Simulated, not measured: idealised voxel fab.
The process module that follows is named voxel wiring stack.
Section shown: cut. Width: 275 nm. Cell size: 5 nm, square.
Cross-section = grid of square cells, listed top down in bands; band = one or more rows.
In this notation a band is specified by the heights of its top and bottom, in that order and in nm, after which its materials appear from left to right, each paired with its width in nm. The word "full width" attached to a single material means that material fills the band from edge to edge; the word "blank" stands for empty space.
Height reference: 0 = level under which incoming wafer is all one material. Lowest band: no bottom, runs on downward, e.g. "0 and below".
Quick explanation for "30..40": the width changes in equal steps down the rows of cells, from the first number in the band's top row to the second number in its bottom row.
"remained unchanged", as given for a step, is the statement that not any cell of the cross-section underwent a change during that step.
You'll see "Voids, fully enclosed" listing empty spaces that have no way open to the top, as long as they're 8 cells or more; the notation is width x height at distance, where the distance is from the left edge, and all of it is in nm.
It should be noted that, on the line of a given step, the content following the step's settings is a remark produced by the simulator itself with respect to that step.
If you see "overlay nm" on a step's line and that step has a mask, it's telling you how far right of where it was planned the mask ended up; a negative number means it went left instead.
LISTED BELOW ARE THE PROCESS STEPS AS PLANNED
1: RECEIVE: material Si
2: CONFORMAL_DEP: material SiO2, thk nm 15
3: CONFORMAL_DEP: material SiCN, thk nm 5
4: DIRECTIONAL_DEP: material lowk, thk nm 20
5: MASKED_ETCH: tone open, mask id METAL_1, width nm 30, pitch nm 55, etch materials lowk, depth nm 20, overlay nm 0
6: MASKED_ETCH: tone open, mask id METAL_1, width nm 30, pitch nm 55, etch materials SiCN, depth nm 5, overlay nm 0
7: CONFORMAL_DEP: material TiN, thk nm 5
8: FILL_DEP: material Ru, thk nm 5
9: CMP: height nm 40
10: CONFORMAL_DEP: material SiCN, thk nm 5
11: DIRECTIONAL_DEP: material lowk, thk nm 25
12: DIRECTIONAL_DEP: material aC, thk nm 10
13: PATTERN: tone open, mask id METAL_2, material resist, width nm 30, pitch nm 55, thk nm 25, overlay nm 0
14: DIRECTIONAL_ETCH: etch materials aC, depth nm 10
15: STRIP: etch materials resist
16: DIRECTIONAL_ETCH: etch materials lowk, depth nm 15
17: STRIP: etch materials aC
18: DIRECTIONAL_DEP: material aC, thk nm 15
19: PATTERN: tone open, mask id METAL_2_HOLES, material resist, width nm 15, pitch nm 55, thk nm 30, overlay nm 0
20: DIRECTIONAL_ETCH: etch materials aC, depth nm 15
21: STRIP: etch materials resist
22: DIRECTIONAL_ETCH: etch materials lowk, depth nm 10
23: DIRECTIONAL_ETCH: etch materials SiCN, depth nm 5
24: STRIP: etch materials aC
25: CONFORMAL_DEP: material TiN, thk nm 5
26: FILL_DEP: material Cu, thk nm 10
27: CMP: height nm 70
28: CONFORMAL_DEP: material SiCN, thk nm 5
THE FIRST OF THE TWO WAFERS, WHICH RAN AS PLANNED
AS-RECEIVED WAFER CROSS-SECTION (AFTER STEP 1)
	0 and below: Si full width
	Voids, fully enclosed: none
WAFER AFTER STEP 2 (CROSS-SECTION)
	15 down to 0: SiO2 full width
	Rest of section, below 0: as before.
WAFER AFTER STEP 3 (CROSS-SECTION)
	20 down to 15: SiCN full width
	Rest of section, below 15: as before.
WAFER AFTER STEP 4 (CROSS-SECTION)
	40 down to 20: lowk full width
	Rest of section, below 20: as before.
WAFER AFTER STEP 5 (CROSS-SECTION)
	40 down to 20: lowk (40); blank (30); lowk (25); blank (30); lowk (25); blank (30); lowk (25); blank (30); lowk (40)
	Rest of section, below 20: as before.
WAFER AFTER STEP 6 (CROSS-SECTION)
	40 down to 20: lowk (40); blank (30); lowk (25); blank (30); lowk (25); blank (30); lowk (25); blank (30); lowk (40)
	20 down to 15: SiCN (40); blank (30); SiCN (25); blank (30); SiCN (25); blank (30); SiCN (25); blank (30); SiCN (40)
	Rest of section, below 15: as before.
WAFER AFTER STEP 7 (CROSS-SECTION)
	45 down to 40: TiN (45); blank (20); TiN (35); blank (20); TiN (35); blank (20); TiN (35); blank (20); TiN (45)
	40 down to 20: lowk (40); TiN (5); blank (20); TiN (5); lowk (25); TiN (5); blank (20); TiN (5); lowk (25); TiN (5); blank (20); TiN (5); lowk (25); TiN (5); blank (20); TiN (5); lowk (40)
	20 down to 15: SiCN (40); TiN (30); SiCN (25); TiN (30); SiCN (25); TiN (30); SiCN (25); TiN (30); SiCN (40)
	Rest of section, below 15: as before.
WAFER AFTER STEP 8 (CROSS-SECTION)
	50 down to 45: Ru full width
	45 down to 40: TiN (45); Ru (20); TiN (35); Ru (20); TiN (35); Ru (20); TiN (35); Ru (20); TiN (45)
	40 down to 20: lowk (40); TiN (5); Ru (20); TiN (5); lowk (25); TiN (5); Ru (20); TiN (5); lowk (25); TiN (5); Ru (20); TiN (5); lowk (25); TiN (5); Ru (20); TiN (5); lowk (40)
	Rest of section, below 20: as before.
WAFER AFTER STEP 9 (CROSS-SECTION)
	40 down to 20: lowk (40); TiN (5); Ru (20); TiN (5); lowk (25); TiN (5); Ru (20); TiN (5); lowk (25); TiN (5); Ru (20); TiN (5); lowk (25); TiN (5); Ru (20); TiN (5); lowk (40)
	Rest of section, below 20: as before.
WAFER AFTER STEP 10 (CROSS-SECTION)
	45 down to 40: SiCN full width
	Rest of section, below 40: as before.
WAFER AFTER STEP 11 (CROSS-SECTION)
	70 down to 45: lowk full width
	Rest of section, below 45: as before.
WAFER AFTER STEP 12 (CROSS-SECTION)
	80 down to 70: aC full width
	Rest of section, below 70: as before.
WAFER AFTER STEP 13 (CROSS-SECTION)
	105 down to 80: resist (40); blank (30); resist (25); blank (30); resist (25); blank (30); resist (25); blank (30); resist (40)
	Rest of section, below 80: as before.
WAFER AFTER STEP 14 (CROSS-SECTION)
	95 down to 80: resist (40); blank (30); resist (25); blank (30); resist (25); blank (30); resist (25); blank (30); resist (40)
	80 down to 70: aC (40); blank (30); aC (25); blank (30); aC (25); blank (30); aC (25); blank (30); aC (40)
	Rest of section, below 70: as before.
WAFER AFTER STEP 15 (CROSS-SECTION)
	80 down to 70: aC (40); blank (30); aC (25); blank (30); aC (25); blank (30); aC (25); blank (30); aC (40)
	Rest of section, below 70: as before.
WAFER AFTER STEP 16 (CROSS-SECTION)
	80 down to 70: aC (40); blank (30); aC (25); blank (30); aC (25); blank (30); aC (25); blank (30); aC (40)
	70 down to 55: lowk (40); blank (30); lowk (25); blank (30); lowk (25); blank (30); lowk (25); blank (30); lowk (40)
	Rest of section, below 55: as before.
WAFER AFTER STEP 17 (CROSS-SECTION)
	70 down to 55: lowk (40); blank (30); lowk (25); blank (30); lowk (25); blank (30); lowk (25); blank (30); lowk (40)
	Rest of section, below 55: as before.
WAFER AFTER STEP 18 (CROSS-SECTION)
	85 down to 70: aC (40); blank (30); aC (25); blank (30); aC (25); blank (30); aC (25); blank (30); aC (40)
	70 down to 55: lowk (40); aC (30); lowk (25); aC (30); lowk (25); aC (30); lowk (25); aC (30); lowk (40)
	Rest of section, below 55: as before.
WAFER AFTER STEP 19 (CROSS-SECTION)
	115 down to 85: resist (40); blank (15); resist (40); blank (15); resist (40); blank (15); resist (40); blank (15); resist (55)
	85 down to 70: aC (40); blank (15); resist (15); aC (25); blank (15); resist (15); aC (25); blank (15); resist (15); aC (25); blank (15); resist (15); aC (40)
	Rest of section, below 70: as before.
WAFER AFTER STEP 20 (CROSS-SECTION)
	100 down to 85: resist (40); blank (15); resist (40); blank (15); resist (40); blank (15); resist (40); blank (15); resist (55)
	85 down to 70: aC (40); blank (15); resist (15); aC (25); blank (15); resist (15); aC (25); blank (15); resist (15); aC (25); blank (15); resist (15); aC (40)
	70 down to 55: lowk (40); blank (15); aC (15); lowk (25); blank (15); aC (15); lowk (25); blank (15); aC (15); lowk (25); blank (15); aC (15); lowk (40)
	Rest of section, below 55: as before.
WAFER AFTER STEP 21 (CROSS-SECTION)
	85 down to 70: aC (40); blank (30); aC (25); blank (30); aC (25); blank (30); aC (25); blank (30); aC (40)
	Rest of section, below 70: as before.
WAFER AFTER STEP 22 (CROSS-SECTION)
	85 down to 70: aC (40); blank (30); aC (25); blank (30); aC (25); blank (30); aC (25); blank (30); aC (40)
	70 down to 55: lowk (40); blank (15); aC (15); lowk (25); blank (15); aC (15); lowk (25); blank (15); aC (15); lowk (25); blank (15); aC (15); lowk (40)
	55 down to 45: lowk (40); blank (15); lowk (40); blank (15); lowk (40); blank (15); lowk (40); blank (15); lowk (55)
	Rest of section, below 45: as before.
WAFER AFTER STEP 23 (CROSS-SECTION)
	85 down to 70: aC (40); blank (30); aC (25); blank (30); aC (25); blank (30); aC (25); blank (30); aC (40)
	70 down to 55: lowk (40); blank (15); aC (15); lowk (25); blank (15); aC (15); lowk (25); blank (15); aC (15); lowk (25); blank (15); aC (15); lowk (40)
	55 down to 45: lowk (40); blank (15); lowk (40); blank (15); lowk (40); blank (15); lowk (40); blank (15); lowk (55)
	45 down to 40: SiCN (40); blank (15); SiCN (40); blank (15); SiCN (40); blank (15); SiCN (40); blank (15); SiCN (55)
	Rest of section, below 40: as before.
WAFER AFTER STEP 24 (CROSS-SECTION)
	70 down to 55: lowk (40); blank (30); lowk (25); blank (30); lowk (25); blank (30); lowk (25); blank (30); lowk (40)
	Rest of section, below 55: as before.
WAFER AFTER STEP 25 (CROSS-SECTION)
	75 down to 70: TiN (45); blank (20); TiN (35); blank (20); TiN (35); blank (20); TiN (35); blank (20); TiN (45)
	70 down to 60: lowk (40); TiN (5); blank (20); TiN (5); lowk (25); TiN (5); blank (20); TiN (5); lowk (25); TiN (5); blank (20); TiN (5); lowk (25); TiN (5); blank (20); TiN (5); lowk (40)
	60 down to 55: lowk (40); TiN (5); blank (5); TiN (20); lowk (25); TiN (5); blank (5); TiN (20); lowk (25); TiN (5); blank (5); TiN (20); lowk (25); TiN (5); blank (5); TiN (20); lowk (40)
	55 down to 45: lowk (40); TiN (5); blank (5); TiN (5); lowk (40); TiN (5); blank (5); TiN (5); lowk (40); TiN (5); blank (5); TiN (5); lowk (40); TiN (5); blank (5); TiN (5); lowk (55)
	45 down to 40: SiCN (40); TiN (15); SiCN (40); TiN (15); SiCN (40); TiN (15); SiCN (40); TiN (15); SiCN (55)
	Rest of section, below 40: as before.
WAFER AFTER STEP 26 (CROSS-SECTION)
	85 down to 75: Cu full width
	75 down to 70: TiN (45); Cu (20); TiN (35); Cu (20); TiN (35); Cu (20); TiN (35); Cu (20); TiN (45)
	70 down to 60: lowk (40); TiN (5); Cu (20); TiN (5); lowk (25); TiN (5); Cu (20); TiN (5); lowk (25); TiN (5); Cu (20); TiN (5); lowk (25); TiN (5); Cu (20); TiN (5); lowk (40)
	60 down to 55: lowk (40); TiN (5); Cu (5); TiN (20); lowk (25); TiN (5); Cu (5); TiN (20); lowk (25); TiN (5); Cu (5); TiN (20); lowk (25); TiN (5); Cu (5); TiN (20); lowk (40)
	55 down to 45: lowk (40); TiN (5); Cu (5); TiN (5); lowk (40); TiN (5); Cu (5); TiN (5); lowk (40); TiN (5); Cu (5); TiN (5); lowk (40); TiN (5); Cu (5); TiN (5); lowk (55)
	Rest of section, below 45: as before.
WAFER AFTER STEP 27 (CROSS-SECTION)
	70 down to 60: lowk (40); TiN (5); Cu (20); TiN (5); lowk (25); TiN (5); Cu (20); TiN (5); lowk (25); TiN (5); Cu (20); TiN (5); lowk (25); TiN (5); Cu (20); TiN (5); lowk (40)
	Rest of section, below 60: as before.
WAFER AFTER STEP 28 (CROSS-SECTION)
	75 down to 70: SiCN full width
	Rest of section, below 70: as before.
HERE THE SECOND WAFER IS DESCRIBED. ITS START AND ITS PLAN WERE THOSE OF THE FIRST WAFER. ITS RUN CONTAINED ONE MISTAKE. UP TO AND INCLUDING STEP 2, IT DID EXACTLY WHAT THE FIRST WAFER DID
Second wafer, section view, time point: scheduled end of step 3: remained unchanged
SECOND WAFER, SECTION VIEW, TIME POINT: SCHEDULED END OF STEP 4
	35 down to 15: lowk full width
	Rest of section, below 15: as before.
SECOND WAFER, SECTION VIEW, TIME POINT: SCHEDULED END OF STEP 5
	35 down to 15: lowk (40); blank (30); lowk (25); blank (30); lowk (25); blank (30); lowk (25); blank (30); lowk (40)
	Rest of section, below 15: as before.
Second wafer, section view, time point: scheduled end of step 6: remained unchanged
SECOND WAFER, SECTION VIEW, TIME POINT: SCHEDULED END OF STEP 7
	40 down to 35: TiN (45); blank (20); TiN (35); blank (20); TiN (35); blank (20); TiN (35); blank (20); TiN (45)
	35 down to 20: lowk (40); TiN (5); blank (20); TiN (5); lowk (25); TiN (5); blank (20); TiN (5); lowk (25); TiN (5); blank (20); TiN (5); lowk (25); TiN (5); blank (20); TiN (5); lowk (40)
	20 down to 15: lowk (40); TiN (30); lowk (25); TiN (30); lowk (25); TiN (30); lowk (25); TiN (30); lowk (40)
	Rest of section, below 15: as before.
SECOND WAFER, SECTION VIEW, TIME POINT: SCHEDULED END OF STEP 8
	45 down to 40: Ru full width
	40 down to 35: TiN (45); Ru (20); TiN (35); Ru (20); TiN (35); Ru (20); TiN (35); Ru (20); TiN (45)
	35 down to 20: lowk (40); TiN (5); Ru (20); TiN (5); lowk (25); TiN (5); Ru (20); TiN (5); lowk (25); TiN (5); Ru (20); TiN (5); lowk (25); TiN (5); Ru (20); TiN (5); lowk (40)
	Rest of section, below 20: as before.
SECOND WAFER, SECTION VIEW, TIME POINT: SCHEDULED END OF STEP 9
	40 down to 35: TiN (45); Ru (20); TiN (35); Ru (20); TiN (35); Ru (20); TiN (35); Ru (20); TiN (45)
	Rest of section, below 35: as before.
SECOND WAFER, SECTION VIEW, TIME POINT: SCHEDULED END OF STEP 10
	45 down to 40: SiCN full width
	Rest of section, below 40: as before.
SECOND WAFER, SECTION VIEW, TIME POINT: SCHEDULED END OF STEP 11
	70 down to 45: lowk full width
	Rest of section, below 45: as before.
SECOND WAFER, SECTION VIEW, TIME POINT: SCHEDULED END OF STEP 12
	80 down to 70: aC full width
	Rest of section, below 70: as before.
SECOND WAFER, SECTION VIEW, TIME POINT: SCHEDULED END OF STEP 13
	105 down to 80: resist (40); blank (30); resist (25); blank (30); resist (25); blank (30); resist (25); blank (30); resist (40)
	Rest of section, below 80: as before.
SECOND WAFER, SECTION VIEW, TIME POINT: SCHEDULED END OF STEP 14
	95 down to 80: resist (40); blank (30); resist (25); blank (30); resist (25); blank (30); resist (25); blank (30); resist (40)
	80 down to 70: aC (40); blank (30); aC (25); blank (30); aC (25); blank (30); aC (25); blank (30); aC (40)
	Rest of section, below 70: as before.
SECOND WAFER, SECTION VIEW, TIME POINT: SCHEDULED END OF STEP 15
	80 down to 70: aC (40); blank (30); aC (25); blank (30); aC (25); blank (30); aC (25); blank (30); aC (40)
	Rest of section, below 70: as before.
SECOND WAFER, SECTION VIEW, TIME POINT: SCHEDULED END OF STEP 16
	80 down to 70: aC (40); blank (30); aC (25); blank (30); aC (25); blank (30); aC (25); blank (30); aC (40)
	70 down to 55: lowk (40); blank (30); lowk (25); blank (30); lowk (25); blank (30); lowk (25); blank (30); lowk (40)
	Rest of section, below 55: as before.
SECOND WAFER, SECTION VIEW, TIME POINT: SCHEDULED END OF STEP 17
	70 down to 55: lowk (40); blank (30); lowk (25); blank (30); lowk (25); blank (30); lowk (25); blank (30); lowk (40)
	Rest of section, below 55: as before.
SECOND WAFER, SECTION VIEW, TIME POINT: SCHEDULED END OF STEP 18
	85 down to 70: aC (40); blank (30); aC (25); blank (30); aC (25); blank (30); aC (25); blank (30); aC (40)
	70 down to 55: lowk (40); aC (30); lowk (25); aC (30); lowk (25); aC (30); lowk (25); aC (30); lowk (40)
	Rest of section, below 55: as before.
SECOND WAFER, SECTION VIEW, TIME POINT: SCHEDULED END OF STEP 19
	115 down to 85: resist (40); blank (15); resist (40); blank (15); resist (40); blank (15); resist (40); blank (15); resist (55)
	85 down to 70: aC (40); blank (15); resist (15); aC (25); blank (15); resist (15); aC (25); blank (15); resist (15); aC (25); blank (15); resist (15); aC (40)
	Rest of section, below 70: as before.
SECOND WAFER, SECTION VIEW, TIME POINT: SCHEDULED END OF STEP 20
	100 down to 85: resist (40); blank (15); resist (40); blank (15); resist (40); blank (15); resist (40); blank (15); resist (55)
	85 down to 70: aC (40); blank (15); resist (15); aC (25); blank (15); resist (15); aC (25); blank (15); resist (15); aC (25); blank (15); resist (15); aC (40)
	70 down to 55: lowk (40); blank (15); aC (15); lowk (25); blank (15); aC (15); lowk (25); blank (15); aC (15); lowk (25); blank (15); aC (15); lowk (40)
	Rest of section, below 55: as before.
SECOND WAFER, SECTION VIEW, TIME POINT: SCHEDULED END OF STEP 21
	85 down to 70: aC (40); blank (30); aC (25); blank (30); aC (25); blank (30); aC (25); blank (30); aC (40)
	Rest of section, below 70: as before.
SECOND WAFER, SECTION VIEW, TIME POINT: SCHEDULED END OF STEP 22
	85 down to 70: aC (40); blank (30); aC (25); blank (30); aC (25); blank (30); aC (25); blank (30); aC (40)
	70 down to 55: lowk (40); blank (15); aC (15); lowk (25); blank (15); aC (15); lowk (25); blank (15); aC (15); lowk (25); blank (15); aC (15); lowk (40)
	55 down to 45: lowk (40); blank (15); lowk (40); blank (15); lowk (40); blank (15); lowk (40); blank (15); lowk (55)
	Rest of section, below 45: as before.
SECOND WAFER, SECTION VIEW, TIME POINT: SCHEDULED END OF STEP 23
	85 down to 70: aC (40); blank (30); aC (25); blank (30); aC (25); blank (30); aC (25); blank (30); aC (40)
	70 down to 55: lowk (40); blank (15); aC (15); lowk (25); blank (15); aC (15); lowk (25); blank (15); aC (15); lowk (25); blank (15); aC (15); lowk (40)
	55 down to 45: lowk (40); blank (15); lowk (40); blank (15); lowk (40); blank (15); lowk (40); blank (15); lowk (55)
	45 down to 40: SiCN (40); blank (15); SiCN (40); blank (15); SiCN (40); blank (15); SiCN (40); blank (15); SiCN (55)
	Rest of section, below 40: as before.
SECOND WAFER, SECTION VIEW, TIME POINT: SCHEDULED END OF STEP 24
	70 down to 55: lowk (40); blank (30); lowk (25); blank (30); lowk (25); blank (30); lowk (25); blank (30); lowk (40)
	Rest of section, below 55: as before.
SECOND WAFER, SECTION VIEW, TIME POINT: SCHEDULED END OF STEP 25
	75 down to 70: TiN (45); blank (20); TiN (35); blank (20); TiN (35); blank (20); TiN (35); blank (20); TiN (45)
	70 down to 60: lowk (40); TiN (5); blank (20); TiN (5); lowk (25); TiN (5); blank (20); TiN (5); lowk (25); TiN (5); blank (20); TiN (5); lowk (25); TiN (5); blank (20); TiN (5); lowk (40)
	60 down to 55: lowk (40); TiN (5); blank (5); TiN (20); lowk (25); TiN (5); blank (5); TiN (20); lowk (25); TiN (5); blank (5); TiN (20); lowk (25); TiN (5); blank (5); TiN (20); lowk (40)
	55 down to 45: lowk (40); TiN (5); blank (5); TiN (5); lowk (40); TiN (5); blank (5); TiN (5); lowk (40); TiN (5); blank (5); TiN (5); lowk (40); TiN (5); blank (5); TiN (5); lowk (55)
	45 down to 40: SiCN (40); TiN (15); SiCN (40); TiN (15); SiCN (40); TiN (15); SiCN (40); TiN (15); SiCN (55)
	Rest of section, below 40: as before.
SECOND WAFER, SECTION VIEW, TIME POINT: SCHEDULED END OF STEP 26
	85 down to 75: Cu full width
	75 down to 70: TiN (45); Cu (20); TiN (35); Cu (20); TiN (35); Cu (20); TiN (35); Cu (20); TiN (45)
	70 down to 60: lowk (40); TiN (5); Cu (20); TiN (5); lowk (25); TiN (5); Cu (20); TiN (5); lowk (25); TiN (5); Cu (20); TiN (5); lowk (25); TiN (5); Cu (20); TiN (5); lowk (40)
	60 down to 55: lowk (40); TiN (5); Cu (5); TiN (20); lowk (25); TiN (5); Cu (5); TiN (20); lowk (25); TiN (5); Cu (5); TiN (20); lowk (25); TiN (5); Cu (5); TiN (20); lowk (40)
	55 down to 45: lowk (40); TiN (5); Cu (5); TiN (5); lowk (40); TiN (5); Cu (5); TiN (5); lowk (40); TiN (5); Cu (5); TiN (5); lowk (40); TiN (5); Cu (5); TiN (5); lowk (55)
	Rest of section, below 45: as before.
SECOND WAFER, SECTION VIEW, TIME POINT: SCHEDULED END OF STEP 27
	70 down to 60: lowk (40); TiN (5); Cu (20); TiN (5); lowk (25); TiN (5); Cu (20); TiN (5); lowk (25); TiN (5); Cu (20); TiN (5); lowk (25); TiN (5); Cu (20); TiN (5); lowk (40)
	Rest of section, below 60: as before.
SECOND WAFER, SECTION VIEW, TIME POINT: SCHEDULED END OF STEP 28
	75 down to 70: SiCN full width
	Rest of section, below 70: as before.
Against the plan, the run slipped here: plan step 3 was not performed, having been skipped
End check, counted in cells, second wafer has more or fewer of these materials than the first: -31 SiCN, +31 TiN
